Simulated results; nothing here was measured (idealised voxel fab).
The document below concerns the process module designated voxel trench capacitor.
The cross-section shown here is cut; it is 245 nm wide and divided into square cells measuring 5 nm on a side.
Bands, listed from the top down, are how a cross-section gets written in this document; the cross-section itself is a grid of square cells, and a band is one or more rows of them. The band entry comprises the height of the band's top followed by the height of its bottom, expressed in nm, and subsequently the band's materials from left to right, each stated together with its width in nm. Where a single material is marked with the word "edge to edge", that material fills the band from edge to edge. The word "empty" represents empty space. For the purposes of this specification, 0 denotes the height below which the wafer in its as-received condition is composed wholly of one material, and the lowermost band, lacking a lower limit, extends downward without end, as expressed in "0 nm and below". A width such as "30 to 40" changes by the same amount from each row of cells to the next, from the band's top row to its bottom row. It should be understood that the words "nothing was modified", when stated for a given step, signify that the cross-section underwent no change in any of its cells during that step. If an empty space has no open way to the top and is at least 8 cells in size, "Sealed void list" lists it, written width x height at distance, where distance is measured from the left edge and every value is in nm. after a step's settings: what the simulator itself notes on the step. overlay nm, on a step with a mask: how far to the right of its planned place the mask lay; to the left if negative. Each of the pairs that make up the rest of this document says: here is the cross-section before one process step, here is the cross-section after it, drawn only down to the lowest band that changed, and here, under the pair, is the step lying between them with its settings. Different pairs may come from different runs of this module on the same starting wafer, so a pair continues from the pair above it only where its entry headed "Pre-process" says so.
# Pre-process
> 0 nm and below: Si edge to edge
> Sealed void list: none
# Step Result
> 5 nm to 0 nm: SiN edge to edge
> Below 0, no change.
> Sealed void list: none
Link between the two cross-sections above: CONFORMAL_DEP [material SiN] [thk nm 5]
Pre-process: we pick up right where the pair above leaves off, with its after cross-section.
# Step Result
> 25 nm to 5 nm: 65 resist / 25 empty / 20 resist / 25 empty / 20 resist / 25 empty / 65 resist
> Below 5, no change.
> Sealed void list: none
Link between the two cross-sections above: PATTERN [tone open] [mask id TRENCH] [material resist] [width nm 25] [pitch nm 45] [thk nm 20] [overlay nm 0]
Pre-process: we pick up right where the pair above leaves off, with its after cross-section.
# Step Result
> 25 nm to 5 nm: 65 resist / 25 empty / 20 resist / 25 empty / 20 resist / 25 empty / 65 resist
> 5 nm to 0 nm: 65 SiN / 25 empty / 20 SiN / 25 empty / 20 SiN / 25 empty / 65 SiN
> Below 0, no change.
> Sealed void list: none
Link between the two cross-sections above: DIRECTIONAL_ETCH [etch materials SiN] [depth nm 5]
Pre-process: we pick up right where the pair above leaves off, with its after cross-section.
# Step Result
> 25 nm to 5 nm: 65 resist / 25 empty / 20 resist / 25 empty / 20 resist / 25 empty / 65 resist
> 5 nm to 0 nm: 65 SiN / 25 empty / 20 SiN / 25 empty / 20 SiN / 25 empty / 65 SiN
> 0 nm to -35 nm: 65 Si / 25 empty / 20 Si / 25 empty / 20 Si / 25 empty / 65 Si
> Below -35, no change.
> Sealed void list: none
Link between the two cross-sections above: DIRECTIONAL_ETCH [etch materials Si] [depth nm 35]
Pre-process: we pick up right where the pair above leaves off, with its after cross-section.
# Step Result
> 5 nm to 0 nm: 65 SiN / 25 empty / 20 SiN / 25 empty / 20 SiN / 25 empty / 65 SiN
> Below 0, no change.
> Sealed void list: none
Link between the two cross-sections above: STRIP [etch materials resist]
Pre-process: we pick up right where the pair above leaves off, with its after cross-section.
# Step Result
> 10 nm to 5 nm: 70 HfO2 / 15 empty / 30 HfO2 / 15 empty / 30 HfO2 / 15 empty / 70 HfO2
> 5 nm to 0 nm: 65 SiN / 5 HfO2 / 15 empty / 5 HfO2 / 20 SiN / 5 HfO2 / 15 empty / 5 HfO2 / 20 SiN / 5 HfO2 / 15 empty / 5 HfO2 / 65 SiN
> 0 nm to -30 nm: 65 Si / 5 HfO2 / 15 empty / 5 HfO2 / 20 Si / 5 HfO2 / 15 empty / 5 HfO2 / 20 Si / 5 HfO2 / 15 empty / 5 HfO2 / 65 Si
> -30 nm to -35 nm: 65 Si / 25 HfO2 / 20 Si / 25 HfO2 / 20 Si / 25 HfO2 / 65 Si
> Below -35, no change.
> Sealed void list: none
Link between the two cross-sections above: CONFORMAL_DEP [material HfO2] [thk nm 5]
Pre-process: we pick up right where the pair above leaves off, with its after cross-section.
# Step Result
> 15 nm to 10 nm: 75 TiN / 5 empty / 40 TiN / 5 empty / 40 TiN / 5 empty / 75 TiN
> 10 nm to 5 nm: 70 HfO2 / 5 TiN / 5 empty / 5 TiN / 30 HfO2 / 5 TiN / 5 empty / 5 TiN / 30 HfO2 / 5 TiN / 5 empty / 5 TiN / 70 HfO2
> 5 nm to 0 nm: 65 SiN / 5 HfO2 / 5 TiN / 5 empty / 5 TiN / 5 HfO2 / 20 SiN / 5 HfO2 / 5 TiN / 5 empty / 5 TiN / 5 HfO2 / 20 SiN / 5 HfO2 / 5 TiN / 5 empty / 5 TiN / 5 HfO2 / 65 SiN
> 0 nm to -25 nm: 65 Si / 5 HfO2 / 5 TiN / 5 empty / 5 TiN / 5 HfO2 / 20 Si / 5 HfO2 / 5 TiN / 5 empty / 5 TiN / 5 HfO2 / 20 Si / 5 HfO2 / 5 TiN / 5 empty / 5 TiN / 5 HfO2 / 65 Si
> -25 nm to -30 nm: 65 Si / 5 HfO2 / 15 TiN / 5 HfO2 / 20 Si / 5 HfO2 / 15 TiN / 5 HfO2 / 20 Si / 5 HfO2 / 15 TiN / 5 HfO2 / 65 Si
> Below -30, no change.
> Sealed void list: none
Link between the two cross-sections above: CONFORMAL_DEP [material TiN] [thk nm 5]
Pre-process: we pick up right where the pair above leaves off, with its after cross-section.
# Step Result
> 20 nm to 15 nm: W edge to edge
> 15 nm to 10 nm: 75 TiN / 5 W / 40 TiN / 5 W / 40 TiN / 5 W / 75 TiN
> 10 nm to 5 nm: 70 HfO2 / 5 TiN / 5 W / 5 TiN / 30 HfO2 / 5 TiN / 5 W / 5 TiN / 30 HfO2 / 5 TiN / 5 W / 5 TiN / 70 HfO2
> 5 nm to 0 nm: 65 SiN / 5 HfO2 / 5 TiN / 5 W / 5 TiN / 5 HfO2 / 20 SiN / 5 HfO2 / 5 TiN / 5 W / 5 TiN / 5 HfO2 / 20 SiN / 5 HfO2 / 5 TiN / 5 W / 5 TiN / 5 HfO2 / 65 SiN
> 0 nm to -25 nm: 65 Si / 5 HfO2 / 5 TiN / 5 W / 5 TiN / 5 HfO2 / 20 Si / 5 HfO2 / 5 TiN / 5 W / 5 TiN / 5 HfO2 / 20 Si / 5 HfO2 / 5 TiN / 5 W / 5 TiN / 5 HfO2 / 65 Si
> Below -25, no change.
> Sealed void list: none
Link between the two cross-sections above: FILL_DEP [material W] [thk nm 5]
Pre-process: we pick up right where the pair above leaves off, with its after cross-section.
# Step Result
> 5 nm to 0 nm: 65 SiN / 5 HfO2 / 5 TiN / 5 W / 5 TiN / 5 HfO2 / 20 SiN / 5 HfO2 / 5 TiN / 5 W / 5 TiN / 5 HfO2 / 20 SiN / 5 HfO2 / 5 TiN / 5 W / 5 TiN / 5 HfO2 / 65 SiN
> Below 0, no change.
> Sealed void list: none
Link between the two cross-sections above: CMP [height nm 5]
# Pre-process
> 5 nm to 0 nm: 65 SiN / 25 empty / 20 SiN / 25 empty / 20 SiN / 25 empty / 65 SiN
> 0 nm to -35 nm: 65 Si / 25 empty / 20 Si / 25 empty / 20 Si / 25 empty / 65 Si
> -35 nm and below: Si edge to edge
> Sealed void list: none
# Step Result
> 10 nm to 5 nm: 70 TiN / 15 empty / 30 TiN / 15 empty / 30 TiN / 15 empty / 70 TiN
> 5 nm to 0 nm: 65 SiN / 5 TiN / 15 empty / 5 TiN / 20 SiN / 5 TiN / 15 empty / 5 TiN / 20 SiN / 5 TiN / 15 empty / 5 TiN / 65 SiN
> 0 nm to -30 nm: 65 Si / 5 TiN / 15 empty / 5 TiN / 20 Si / 5 TiN / 15 empty / 5 TiN / 20 Si / 5 TiN / 15 empty / 5 TiN / 65 Si
> -30 nm to -35 nm: 65 Si / 25 TiN / 20 Si / 25 TiN / 20 Si / 25 TiN / 65 Si
> Below -35, no change.
> Sealed void list: none
Link between the two cross-sections above: CONFORMAL_DEP [material TiN] [thk nm 5]
Pre-process: we pick up right where the pair above leaves off, with its after cross-section.
# Step Result
> 15 nm to 10 nm: W edge to edge
> 10 nm to 5 nm: 70 TiN / 15 W / 30 TiN / 15 W / 30 TiN / 15 W / 70 TiN
> 5 nm to 0 nm: 65 SiN / 5 TiN / 15 W / 5 TiN / 20 SiN / 5 TiN / 15 W / 5 TiN / 20 SiN / 5 TiN / 15 W / 5 TiN / 65 SiN
> 0 nm to -30 nm: 65 Si / 5 TiN / 15 W / 5 TiN / 20 Si / 5 TiN / 15 W / 5 TiN / 20 Si / 5 TiN / 15 W / 5 TiN / 65 Si
> Below -30, no change.
> Sealed void list: none
Link between the two cross-sections above: FILL_DEP [material W] [thk nm 5]
Pre-process: we pick up right where the pair above leaves off, with its after cross-section.
# Step Result
> 5 nm to 0 nm: 65 SiN / 5 TiN / 15 W / 5 TiN / 20 SiN / 5 TiN / 15 W / 5 TiN / 20 SiN / 5 TiN / 15 W / 5 TiN / 65 SiN
> Below 0, no change.
> Sealed void list: none
Link between the two cross-sections above: CMP [height nm 5]
# Pre-process
> 25 nm to 5 nm: 65 resist / 25 empty / 20 resist / 25 empty / 20 resist / 25 empty / 65 resist
> 5 nm to 0 nm: 65 SiN / 25 empty / 20 SiN / 25 empty / 20 SiN / 25 empty / 65 SiN
> 0 nm to -35 nm: 65 Si / 25 empty / 20 Si / 25 empty / 20 Si / 25 empty / 65 Si
> -35 nm and below: Si edge to edge
> Sealed void list: none
# Step Result
> 25 nm to 5 nm: 65 resist / 25 empty / 20 resist / 25 empty / 20 resist / 25 empty / 65 resist
> 5 nm to 0 nm: 65 SiN / 25 empty / 20 SiN / 25 empty / 20 SiN / 25 empty / 65 SiN
> 0 nm to -70 nm: 65 Si / 25 empty / 20 Si / 25 empty / 20 Si / 25 empty / 65 Si
> Below -70, no change.
> Sealed void list: none
Link between the two cross-sections above: DIRECTIONAL_ETCH [etch materials Si] [depth nm 35]
Pre-process: we pick up right where the pair above leaves off, with its after cross-section.
# Step Result
> 5 nm to 0 nm: 65 SiN / 25 empty / 20 SiN / 25 empty / 20 SiN / 25 empty / 65 SiN
> Below 0, no change.
> Sealed void list: none
Link between the two cross-sections above: STRIP [etch materials resist]
Pre-process: we pick up right where the pair above leaves off, with its after cross-section.
# Step Result
> 10 nm to 5 nm: 70 HfO2 / 15 empty / 30 HfO2 / 15 empty / 30 HfO2 / 15 empty / 70 HfO2
> 5 nm to 0 nm: 65 SiN / 5 HfO2 / 15 empty / 5 HfO2 / 20 SiN / 5 HfO2 / 15 empty / 5 HfO2 / 20 SiN / 5 HfO2 / 15 empty / 5 HfO2 / 65 SiN
> 0 nm to -65 nm: 65 Si / 5 HfO2 / 15 empty / 5 HfO2 / 20 Si / 5 HfO2 / 15 empty / 5 HfO2 / 20 Si / 5 HfO2 / 15 empty / 5 HfO2 / 65 Si
> -65 nm to -70 nm: 65 Si / 25 HfO2 / 20 Si / 25 HfO2 / 20 Si / 25 HfO2 / 65 Si
> Below -70, no change.
> Sealed void list: none
Link between the two cross-sections above: CONFORMAL_DEP [material HfO2] [thk nm 5]
Pre-process: we pick up right where the pair above leaves off, with its after cross-section.
# Step Result
> 15 nm to 10 nm: 75 TiN / 5 empty / 40 TiN / 5 empty / 40 TiN / 5 empty / 75 TiN
> 10 nm to 5 nm: 70 HfO2 / 5 TiN / 5 empty / 5 TiN / 30 HfO2 / 5 TiN / 5 empty / 5 TiN / 30 HfO2 / 5 TiN / 5 empty / 5 TiN / 70 HfO2
> 5 nm to 0 nm: 65 SiN / 5 HfO2 / 5 TiN / 5 empty / 5 TiN / 5 HfO2 / 20 SiN / 5 HfO2 / 5 TiN / 5 empty / 5 TiN / 5 HfO2 / 20 SiN / 5 HfO2 / 5 TiN / 5 empty / 5 TiN / 5 HfO2 / 65 SiN
> 0 nm to -60 nm: 65 Si / 5 HfO2 / 5 TiN / 5 empty / 5 TiN / 5 HfO2 / 20 Si / 5 HfO2 / 5 TiN / 5 empty / 5 TiN / 5 HfO2 / 20 Si / 5 HfO2 / 5 TiN / 5 empty / 5 TiN / 5 HfO2 / 65 Si
> -60 nm to -65 nm: 65 Si / 5 HfO2 / 15 TiN / 5 HfO2 / 20 Si / 5 HfO2 / 15 TiN / 5 HfO2 / 20 Si / 5 HfO2 / 15 TiN / 5 HfO2 / 65 Si
> Below -65, no change.
> Sealed void list: none
Link between the two cross-sections above: CONFORMAL_DEP [material TiN] [thk nm 5]
Pre-process: we pick up right where the pair above leaves off, with its after cross-section.
# Step Result
> 20 nm to 15 nm: W edge to edge
> 15 nm to 10 nm: 75 TiN / 5 W / 40 TiN / 5 W / 40 TiN / 5 W / 75 TiN
> 10 nm to 5 nm: 70 HfO2 / 5 TiN / 5 W / 5 TiN / 30 HfO2 / 5 TiN / 5 W / 5 TiN / 30 HfO2 / 5 TiN / 5 W / 5 TiN / 70 HfO2
> 5 nm to 0 nm: 65 SiN / 5 HfO2 / 5 TiN / 5 W / 5 TiN / 5 HfO2 / 20 SiN / 5 HfO2 / 5 TiN / 5 W / 5 TiN / 5 HfO2 / 20 SiN / 5 HfO2 / 5 TiN / 5 W / 5 TiN / 5 HfO2 / 65 SiN
> 0 nm to -60 nm: 65 Si / 5 HfO2 / 5 TiN / 5 W / 5 TiN / 5 HfO2 / 20 Si / 5 HfO2 / 5 TiN / 5 W / 5 TiN / 5 HfO2 / 20 Si / 5 HfO2 / 5 TiN / 5 W / 5 TiN / 5 HfO2 / 65 Si
> Below -60, no change.
> Sealed void list: none
Link between the two cross-sections above: FILL_DEP [material W] [thk nm 5]
Pre-process: we pick up right where the pair above leaves off, with its after cross-section.
# Step Result
> 5 nm to 0 nm: 65 SiN / 5 HfO2 / 5 TiN / 5 W / 5 TiN / 5 HfO2 / 20 SiN / 5 HfO2 / 5 TiN / 5 W / 5 TiN / 5 HfO2 / 20 SiN / 5 HfO2 / 5 TiN / 5 W / 5 TiN / 5 HfO2 / 65 SiN
> Below 0, no change.
> Sealed void list: none
Link between the two cross-sections above: CMP [height nm 5]
# Pre-process
> 10 nm to 5 nm: 70 TiN / 15 empty / 30 TiN / 15 empty / 30 TiN / 15 empty / 70 TiN
> 5 nm to 0 nm: 65 SiN / 5 TiN / 15 empty / 5 TiN / 20 SiN / 5 TiN / 15 empty / 5 TiN / 20 SiN / 5 TiN / 15 empty / 5 TiN / 65 SiN
> 0 nm to -30 nm: 65 Si / 5 TiN / 15 empty / 5 TiN / 20 Si / 5 TiN / 15 empty / 5 TiN / 20 Si / 5 TiN / 15 empty / 5 TiN / 65 Si
> -30 nm to -35 nm: 65 Si / 25 TiN / 20 Si / 25 TiN / 20 Si / 25 TiN / 65 Si
> -35 nm and below: Si edge to edge
> Sealed void list: none
# Step Result
> 15 nm to 10 nm: 75 HfO2 / 5 empty / 40 HfO2 / 5 empty / 40 HfO2 / 5 empty / 75 HfO2
> 10 nm to 5 nm: 70 TiN / 5 HfO2 / 5 empty / 5 HfO2 / 30 TiN / 5 HfO2 / 5 empty / 5 HfO2 / 30 TiN / 5 HfO2 / 5 empty / 5 HfO2 / 70 TiN
> 5 nm to 0 nm: 65 SiN / 5 TiN / 5 HfO2 / 5 empty / 5 HfO2 / 5 TiN / 20 SiN / 5 TiN / 5 HfO2 / 5 empty / 5 HfO2 / 5 TiN / 20 SiN / 5 TiN / 5 HfO2 / 5 empty / 5 HfO2 / 5 TiN / 65 SiN
> 0 nm to -25 nm: 65 Si / 5 TiN / 5 HfO2 / 5 empty / 5 HfO2 / 5 TiN / 20 Si / 5 TiN / 5 HfO2 / 5 empty / 5 HfO2 / 5 TiN / 20 Si / 5 TiN / 5 HfO2 / 5 empty / 5 HfO2 / 5 TiN / 65 Si
> -25 nm to -30 nm: 65 Si / 5 TiN / 15 HfO2 / 5 TiN / 20 Si / 5 TiN / 15 HfO2 / 5 TiN / 20 Si / 5 TiN / 15 HfO2 / 5 TiN / 65 Si
> Below -30, no change.
> Sealed void list: none
Link between the two cross-sections above: CONFORMAL_DEP [material HfO2] [thk nm 5]
Pre-process: we pick up right where the pair above leaves off, with its after cross-section.
# Step Result
> 20 nm to 15 nm: W edge to edge
> 15 nm to 10 nm: 75 HfO2 / 5 W / 40 HfO2 / 5 W / 40 HfO2 / 5 W / 75 HfO2
> 10 nm to 5 nm: 70 TiN / 5 HfO2 / 5 W / 5 HfO2 / 30 TiN / 5 HfO2 / 5 W / 5 HfO2 / 30 TiN / 5 HfO2 / 5 W / 5 HfO2 / 70 TiN
> 5 nm to 0 nm: 65 SiN / 5 TiN / 5 HfO2 / 5 W / 5 HfO2 / 5 TiN / 20 SiN / 5 TiN / 5 HfO2 / 5 W / 5 HfO2 / 5 TiN / 20 SiN / 5 TiN / 5 HfO2 / 5 W / 5 HfO2 / 5 TiN / 65 SiN
> 0 nm to -25 nm: 65 Si / 5 TiN / 5 HfO2 / 5 W / 5 HfO2 / 5 TiN / 20 Si / 5 TiN / 5 HfO2 / 5 W / 5 HfO2 / 5 TiN / 20 Si / 5 TiN / 5 HfO2 / 5 W / 5 HfO2 / 5 TiN / 65 Si
> Below -25, no change.
> Sealed void list: none
Link between the two cross-sections above: FILL_DEP [material W] [thk nm 5]
Pre-process: we pick up right where the pair above leaves off, with its after cross-section.
# Step Result
> 5 nm to 0 nm: 65 SiN / 5 TiN / 5 HfO2 / 5 W / 5 HfO2 / 5 TiN / 20 SiN / 5 TiN / 5 HfO2 / 5 W / 5 HfO2 / 5 TiN / 20 SiN / 5 TiN / 5 HfO2 / 5 W / 5 HfO2 / 5 TiN / 65 SiN
> Below 0, no change.
> Sealed void list: none
Link between the two cross-sections above: CMP [height nm 5]
# Pre-process
> 25 nm to 5 nm: 65 resist / 25 empty / 20 resist / 25 empty / 20 resist / 25 empty / 65 resist
> 5 nm to 0 nm: 65 SiN / 25 empty / 20 SiN / 25 empty / 20 SiN / 25 empty / 65 SiN
> 0 nm and below: Si edge to edge
> Sealed void list: none
# Step Result
> 25 nm to 5 nm: 65 resist / 25 empty / 20 resist / 25 empty / 20 resist / 25 empty / 65 resist
> 5 nm to 0 nm: 65 SiN / 25 empty / 20 SiN / 25 empty / 20 SiN / 25 empty / 65 SiN
> 0 nm to -25 nm: 65 Si / 25 empty / 20 Si / 25 empty / 20 Si / 25 empty / 65 Si
> Below -25, no change.
> Sealed void list: none
Link between the two cross-sections above: DIRECTIONAL_ETCH [etch materials Si] [depth nm 25]
Pre-process: we pick up right where the pair above leaves off, with its after cross-section.
# Step Result
> 5 nm to 0 nm: 65 SiN / 25 empty / 20 SiN / 25 empty / 20 SiN / 25 empty / 65 SiN
> Below 0, no change.
> Sealed void list: none
Link between the two cross-sections above: STRIP [etch materials resist]
Pre-process: we pick up right where the pair above leaves off, with its after cross-section.
# Step Result
> 10 nm to 5 nm: 70 HfO2 / 15 empty / 30 HfO2 / 15 empty / 30 HfO2 / 15 empty / 70 HfO2
> 5 nm to 0 nm: 65 SiN / 5 HfO2 / 15 empty / 5 HfO2 / 20 SiN / 5 HfO2 / 15 empty / 5 HfO2 / 20 SiN / 5 HfO2 / 15 empty / 5 HfO2 / 65 SiN
> 0 nm to -20 nm: 65 Si / 5 HfO2 / 15 empty / 5 HfO2 / 20 Si / 5 HfO2 / 15 empty / 5 HfO2 / 20 Si / 5 HfO2 / 15 empty / 5 HfO2 / 65 Si
> -20 nm to -25 nm: 65 Si / 25 HfO2 / 20 Si / 25 HfO2 / 20 Si / 25 HfO2 / 65 Si
> Below -25, no change.
> Sealed void list: none
Link between the two cross-sections above: CONFORMAL_DEP [material HfO2] [thk nm 5]
Pre-process: we pick up right where the pair above leaves off, with its after cross-section.
# Step Result
> 15 nm to 10 nm: 75 TiN / 5 empty / 40 TiN / 5 empty / 40 TiN / 5 empty / 75 TiN
> 10 nm to 5 nm: 70 HfO2 / 5 TiN / 5 empty / 5 TiN / 30 HfO2 / 5 TiN / 5 empty / 5 TiN / 30 HfO2 / 5 TiN / 5 empty / 5 TiN / 70 HfO2
> 5 nm to 0 nm: 65 SiN / 5 HfO2 / 5 TiN / 5 empty / 5 TiN / 5 HfO2 / 20 SiN / 5 HfO2 / 5 TiN / 5 empty / 5 TiN / 5 HfO2 / 20 SiN / 5 HfO2 / 5 TiN / 5 empty / 5 TiN / 5 HfO2 / 65 SiN
> 0 nm to -15 nm: 65 Si / 5 HfO2 / 5 TiN / 5 empty / 5 TiN / 5 HfO2 / 20 Si / 5 HfO2 / 5 TiN / 5 empty / 5 TiN / 5 HfO2 / 20 Si / 5 HfO2 / 5 TiN / 5 empty / 5 TiN / 5 HfO2 / 65 Si
> -15 nm to -20 nm: 65 Si / 5 HfO2 / 15 TiN / 5 HfO2 / 20 Si / 5 HfO2 / 15 TiN / 5 HfO2 / 20 Si / 5 HfO2 / 15 TiN / 5 HfO2 / 65 Si
> Below -20, no change.
> Sealed void list: none
Link between the two cross-sections above: CONFORMAL_DEP [material TiN] [thk nm 5]
Pre-process: we pick up right where the pair above leaves off, with its after cross-section.
# Step Result
> 20 nm to 15 nm: W edge to edge
> 15 nm to 10 nm: 75 TiN / 5 W / 40 TiN / 5 W / 40 TiN / 5 W / 75 TiN
> 10 nm to 5 nm: 70 HfO2 / 5 TiN / 5 W / 5 TiN / 30 HfO2 / 5 TiN / 5 W / 5 TiN / 30 HfO2 / 5 TiN / 5 W / 5 TiN / 70 HfO2
> 5 nm to 0 nm: 65 SiN / 5 HfO2 / 5 TiN / 5 W / 5 TiN / 5 HfO2 / 20 SiN / 5 HfO2 / 5 TiN / 5 W / 5 TiN / 5 HfO2 / 20 SiN / 5 HfO2 / 5 TiN / 5 W / 5 TiN / 5 HfO2 / 65 SiN
> 0 nm to -15 nm: 65 Si / 5 HfO2 / 5 TiN / 5 W / 5 TiN / 5 HfO2 / 20 Si / 5 HfO2 / 5 TiN / 5 W / 5 TiN / 5 HfO2 / 20 Si / 5 HfO2 / 5 TiN / 5 W / 5 TiN / 5 HfO2 / 65 Si
> Below -15, no change.
> Sealed void list: none
Link between the two cross-sections above: FILL_DEP [material W] [thk nm 5]
Pre-process: we pick up right where the pair above leaves off, with its after cross-section.
# Step Result
> 5 nm to 0 nm: 65 SiN / 5 HfO2 / 5 TiN / 5 W / 5 TiN / 5 HfO2 / 20 SiN / 5 HfO2 / 5 TiN / 5 W / 5 TiN / 5 HfO2 / 20 SiN / 5 HfO2 / 5 TiN / 5 W / 5 TiN / 5 HfO2 / 65 SiN
> Below 0, no change.
> Sealed void list: none
Link between the two cross-sections above: CMP [height nm 5]
# Pre-process
> 5 nm to 0 nm: SiN edge to edge
> 0 nm and below: Si edge to edge
> Sealed void list: none
# Step Result
> 25 nm to 5 nm: 65 resist / 30 empty / 15 resist / 30 empty / 15 resist / 30 empty / 60 resist
> Below 5, no change.
> Sealed void list: none
Link between the two cross-sections above: PATTERN [tone open] [mask id TRENCH] [material resist] [width nm 30] [pitch nm 45] [thk nm 20] [overlay nm 0]
Pre-process: we pick up right where the pair above leaves off, with its after cross-section.
# Step Result
> 25 nm to 5 nm: 65 resist / 30 empty / 15 resist / 30 empty / 15 resist / 30 empty / 60 resist
> 5 nm to 0 nm: 65 SiN / 30 empty / 15 SiN / 30 empty / 15 SiN / 30 empty / 60 SiN
> Below 0, no change.
> Sealed void list: none
Link between the two cross-sections above: DIRECTIONAL_ETCH [etch materials SiN] [depth nm 5]
Pre-process: we pick up right where the pair above leaves off, with its after cross-section.
# Step Result
> 25 nm to 5 nm: 65 resist / 30 empty / 15 resist / 30 empty / 15 resist / 30 empty / 60 resist
> 5 nm to 0 nm: 65 SiN / 30 empty / 15 SiN / 30 empty / 15 SiN / 30 empty / 60 SiN
> 0 nm to -35 nm: 65 Si / 30 empty / 15 Si / 30 empty / 15 Si / 30 empty / 60 Si
> Below -35, no change.
> Sealed void list: none
Link between the two cross-sections above: DIRECTIONAL_ETCH [etch materials Si] [depth nm 35]
Pre-process: we pick up right where the pair above leaves off, with its after cross-section.
# Step Result
> 5 nm to 0 nm: 65 SiN / 30 empty / 15 SiN / 30 empty / 15 SiN / 30 empty / 60 SiN
> Below 0, no change.
> Sealed void list: none
Link between the two cross-sections above: STRIP [etch materials resist]
Pre-process: we pick up right where the pair above leaves off, with its after cross-section.
# Step Result
> 10 nm to 5 nm: 70 HfO2 / 20 empty / 25 HfO2 / 20 empty / 25 HfO2 / 20 empty / 65 HfO2
> 5 nm to 0 nm: 65 SiN / 5 HfO2 / 20 empty / 5 HfO2 / 15 SiN / 5 HfO2 / 20 empty / 5 HfO2 / 15 SiN / 5 HfO2 / 20 empty / 5 HfO2 / 60 SiN
> 0 nm to -30 nm: 65 Si / 5 HfO2 / 20 empty / 5 HfO2 / 15 Si / 5 HfO2 / 20 empty / 5 HfO2 / 15 Si / 5 HfO2 / 20 empty / 5 HfO2 / 60 Si
> -30 nm to -35 nm: 65 Si / 30 HfO2 / 15 Si / 30 HfO2 / 15 Si / 30 HfO2 / 60 Si
> Below -35, no change.
> Sealed void list: none
Link between the two cross-sections above: CONFORMAL_DEP [material HfO2] [thk nm 5]
Pre-process: we pick up right where the pair above leaves off, with its after cross-section.
# Step Result
> 15 nm to 10 nm: 75 TiN / 10 empty / 35 TiN / 10 empty / 35 TiN / 10 empty / 70 TiN
> 10 nm to 5 nm: 70 HfO2 / 5 TiN / 10 empty / 5 TiN / 25 HfO2 / 5 TiN / 10 empty / 5 TiN / 25 HfO2 / 5 TiN / 10 empty / 5 TiN / 65 HfO2
> 5 nm to 0 nm: 65 SiN / 5 HfO2 / 5 TiN / 10 empty / 5 TiN / 5 HfO2 / 15 SiN / 5 HfO2 / 5 TiN / 10 empty / 5 TiN / 5 HfO2 / 15 SiN / 5 HfO2 / 5 TiN / 10 empty / 5 TiN / 5 HfO2 / 60 SiN
> 0 nm to -25 nm: 65 Si / 5 HfO2 / 5 TiN / 10 empty / 5 TiN / 5 HfO2 / 15 Si / 5 HfO2 / 5 TiN / 10 empty / 5 TiN / 5 HfO2 / 15 Si / 5 HfO2 / 5 TiN / 10 empty / 5 TiN / 5 HfO2 / 60 Si
> -25 nm to -30 nm: 65 Si / 5 HfO2 / 20 TiN / 5 HfO2 / 15 Si / 5 HfO2 / 20 TiN / 5 HfO2 / 15 Si / 5 HfO2 / 20 TiN / 5 HfO2 / 60 Si
> Below -30, no change.
> Sealed void list: none
Link between the two cross-sections above: CONFORMAL_DEP [material TiN] [thk nm 5]
Pre-process: we pick up right where the pair above leaves off, with its after cross-section.
# Step Result
> 20 nm to 15 nm: W edge to edge
> 15 nm to 10 nm: 75 TiN / 10 W / 35 TiN / 10 W / 35 TiN / 10 W / 70 TiN
> 10 nm to 5 nm: 70 HfO2 / 5 TiN / 10 W / 5 TiN / 25 HfO2 / 5 TiN / 10 W / 5 TiN / 25 HfO2 / 5 TiN / 10 W / 5 TiN / 65 HfO2
> 5 nm to 0 nm: 65 SiN / 5 HfO2 / 5 TiN / 10 W / 5 TiN / 5 HfO2 / 15 SiN / 5 HfO2 / 5 TiN / 10 W / 5 TiN / 5 HfO2 / 15 SiN / 5 HfO2 / 5 TiN / 10 W / 5 TiN / 5 HfO2 / 60 SiN
> 0 nm to -25 nm: 65 Si / 5 HfO2 / 5 TiN / 10 W / 5 TiN / 5 HfO2 / 15 Si / 5 HfO2 / 5 TiN / 10 W / 5 TiN / 5 HfO2 / 15 Si / 5 HfO2 / 5 TiN / 10 W / 5 TiN / 5 HfO2 / 60 Si
> Below -25, no change.
> Sealed void list: none
Link between the two cross-sections above: FILL_DEP [material W] [thk nm 5]
Pre-process: we pick up right where the pair above leaves off, with its after cross-section.
# Step Result
> 5 nm to 0 nm: 65 SiN / 5 HfO2 / 5 TiN / 10 W / 5 TiN / 5 HfO2 / 15 SiN / 5 HfO2 / 5 TiN / 10 W / 5 TiN / 5 HfO2 / 15 SiN / 5 HfO2 / 5 TiN / 10 W / 5 TiN / 5 HfO2 / 60 SiN
> Below 0, no change.
> Sealed void list: none
Link between the two cross-sections above: CMP [height nm 5]
# Pre-process
> 5 nm to 0 nm: SiN edge to edge
> 0 nm and below: Si edge to edge
> Sealed void list: none
# Step Result
> 25 nm to 5 nm: 70 resist / 25 empty / 20 resist / 25 empty / 20 resist / 25 empty / 60 resist
> Below 5, no change.
> Sealed void list: none
Link between the two cross-sections above: PATTERN [tone open] [mask id TRENCH] [material resist] [width nm 25] [pitch nm 45] [thk nm 20] [overlay nm 5]
Pre-process: we pick up right where the pair above leaves off, with its after cross-section.
# Step Result
> 25 nm to 5 nm: 70 resist / 25 empty / 20 resist / 25 empty / 20 resist / 25 empty / 60 resist
> 5 nm to 0 nm: 70 SiN / 25 empty / 20 SiN / 25 empty / 20 SiN / 25 empty / 60 SiN
> Below 0, no change.
> Sealed void list: none
Link between the two cross-sections above: DIRECTIONAL_ETCH [etch materials SiN] [depth nm 5]
Pre-process: we pick up right where the pair above leaves off, with its after cross-section.
# Step Result
> 25 nm to 5 nm: 70 resist / 25 empty / 20 resist / 25 empty / 20 resist / 25 empty / 60 resist
> 5 nm to 0 nm: 70 SiN / 25 empty / 20 SiN / 25 empty / 20 SiN / 25 empty / 60 SiN
> 0 nm to -35 nm: 70 Si / 25 empty / 20 Si / 25 empty / 20 Si / 25 empty / 60 Si
> Below -35, no change.
> Sealed void list: none
Link between the two cross-sections above: DIRECTIONAL_ETCH [etch materials Si] [depth nm 35]
Pre-process: we pick up right where the pair above leaves off, with its after cross-section.
# Step Result
> 5 nm to 0 nm: 70 SiN / 25 empty / 20 SiN / 25 empty / 20 SiN / 25 empty / 60 SiN
> Below 0, no change.
> Sealed void list: none
Link between the two cross-sections above: STRIP [etch materials resist]
